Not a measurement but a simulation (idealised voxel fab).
This section sets out a process module, namely voxel ribs on slabs.
The cross-section shown here is cut; it is 240 nm wide and divided into square cells measuring 5 nm on a side.
If you're reading a cross-section in this doc, picture square cells in a grid; it comes to you as bands, top ones listed first down to the bottom, and a band can be one or more rows of cells.
Band: top height; bottom height; in nm. Then, left to right: material with width in nm, for each material. "everywhere": a single material spanning edge to edge. "air": empty space.
Ref level 0: as-received wafer is one material below here. Bottom band extends down with no lower bound ("0..down").
The notation "30->40" denotes a width that varies across the rows of cells in the band, beginning at the first number in the top row, finishing at the second number in the bottom row, and changing by an identical amount from each row to the next.
What does "nothing different" mean for a step? It means no cell of the cross-section changed in that step.
The label "Sealed internal voids" introduces a list of the empty spaces, 8 cells or larger, that have no open way up to the top; each entry in it reads width x height at distance, where the distance is taken from the left edge and all three are stated in nm.
Text after the settings on a step's line: the simulator's own remark on that step.
overlay nm: right-of-plan distance of the mask on a masked step; negative values mean left-of-plan.
**The planned process steps are enumerated hereunder**
1: RECEIVE: material Si
2: DIRECTIONAL_DEP: material SiO2, thk nm 20
3: DIRECTIONAL_DEP: material SiN, thk nm 20
4: DIRECTIONAL_DEP: material aC, thk nm 10
5: PATTERN: tone cover, mask id RIB, material resist, width nm 30, thk nm 30, overlay nm 0
6: DIRECTIONAL_ETCH: etch materials aC, depth nm 10
7: STRIP: etch materials resist
8: DIRECTIONAL_ETCH: etch materials SiN, depth nm 15
9: STRIP: etch materials aC
10: MASKED_ETCH: tone cover, mask id SLAB, width nm 60, etch materials SiN, depth nm 5, overlay nm 0
11: FILL_DEP: material SiO2, thk nm 15
12: CMP: height nm 50
13: DIRECTIONAL_DEP: material W, thk nm 5
14: MASKED_ETCH: tone cover, mask id HEATER, width nm 40, etch materials W, depth nm 5, overlay nm 0
15: CONFORMAL_DEP: material SiN, thk nm 10
**The first of the two wafers, which ran as planned**
**as received, after step 1**
  0..down | Si everywhere
  Sealed internal voids: none
**After step 2, in cross-section**
  20..0 | SiO2 everywhere
  No changes below 0.
**After step 3, in cross-section**
  40..20 | SiN everywhere
  No changes below 20.
**After step 4, in cross-section**
  50..40 | aC everywhere
  No changes below 40.
**After step 5, in cross-section**
  80..50 | air 105; resist 30; air 105
  No changes below 50.
**After step 6, in cross-section**
  70..50 | air 105; resist 30; air 105
  50..40 | air 105; aC 30; air 105
  No changes below 40.
**After step 7, in cross-section**
  50..40 | air 105; aC 30; air 105
  No changes below 40.
**After step 8, in cross-section**
  50..40 | air 105; aC 30; air 105
  40..25 | air 105; SiN 30; air 105
  No changes below 25.
**After step 9, in cross-section**
  40..25 | air 105; SiN 30; air 105
  No changes below 25.
**After step 10, in cross-section**
  40..25 | air 105; SiN 30; air 105
  25..20 | air 90; SiN 60; air 90
  No changes below 20.
**After step 11, in cross-section**
  55..40 | SiO2 everywhere
  40..25 | SiO2 105; SiN 30; SiO2 105
  25..20 | SiO2 90; SiN 60; SiO2 90
  No changes below 20.
**After step 12, in cross-section**
  50..40 | SiO2 everywhere
  No changes below 40.
**After step 13, in cross-section**
  55..50 | W everywhere
  No changes below 50.
**After step 14, in cross-section**
  55..50 | air 100; W 40; air 100
  No changes below 50.
**After step 15, in cross-section**
  65..60 | air 90; SiN 60; air 90
  60..55 | SiN everywhere
  55..50 | SiN 100; W 40; SiN 100
  No changes below 50.
**Second wafer, same starting conditions and recipe as the first, one mistake in executing it, nothing differs from the first up to and including step 1**
**Cross-section of the second wafer when, according to plan, step 2 should have finished**
  40..0 | SiO2 everywhere
  No changes below 0.
**Cross-section of the second wafer when, according to plan, step 3 should have finished**
  60..40 | SiN everywhere
  No changes below 40.
**Cross-section of the second wafer when, according to plan, step 4 should have finished**
  70..60 | aC everywhere
  No changes below 60.
**Cross-section of the second wafer when, according to plan, step 5 should have finished**
  100..70 | air 105; resist 30; air 105
  No changes below 70.
**Cross-section of the second wafer when, according to plan, step 6 should have finished**
  90..70 | air 105; resist 30; air 105
  70..60 | air 105; aC 30; air 105
  No changes below 60.
**Cross-section of the second wafer when, according to plan, step 7 should have finished**
  70..60 | air 105; aC 30; air 105
  No changes below 60.
**Cross-section of the second wafer when, according to plan, step 8 should have finished**
  70..60 | air 105; aC 30; air 105
  60..45 | air 105; SiN 30; air 105
  No changes below 45.
**Cross-section of the second wafer when, according to plan, step 9 should have finished**
  60..45 | air 105; SiN 30; air 105
  No changes below 45.
**Cross-section of the second wafer when, according to plan, step 10 should have finished**
  60..45 | air 105; SiN 30; air 105
  45..40 | air 90; SiN 60; air 90
  No changes below 40.
**Cross-section of the second wafer when, according to plan, step 11 should have finished**
  75..60 | SiO2 everywhere
  60..45 | SiO2 105; SiN 30; SiO2 105
  45..40 | SiO2 90; SiN 60; SiO2 90
  No changes below 40.
**Cross-section of the second wafer when, according to plan, step 12 should have finished**
  50..40 | SiO2 105->90; SiN 30->60; SiO2 105->90
  No changes below 40.
**Cross-section of the second wafer when, according to plan, step 13 should have finished**
  55..50 | W everywhere
  No changes below 50.
**Cross-section of the second wafer when, according to plan, step 14 should have finished**
  55..50 | air 100; W 40; air 100
  No changes below 50.
**Cross-section of the second wafer when, according to plan, step 15 should have finished**
  65..60 | air 90; SiN 60; air 90
  60..55 | SiN everywhere
  55..50 | SiN 100; W 40; SiN 100
  No changes below 50.
Run error: step 2 of the plan was twice carried out
Final wafer comparison in cells, second versus first, more or fewer per material: SiN: 12 fewer; SiO2: 12 more
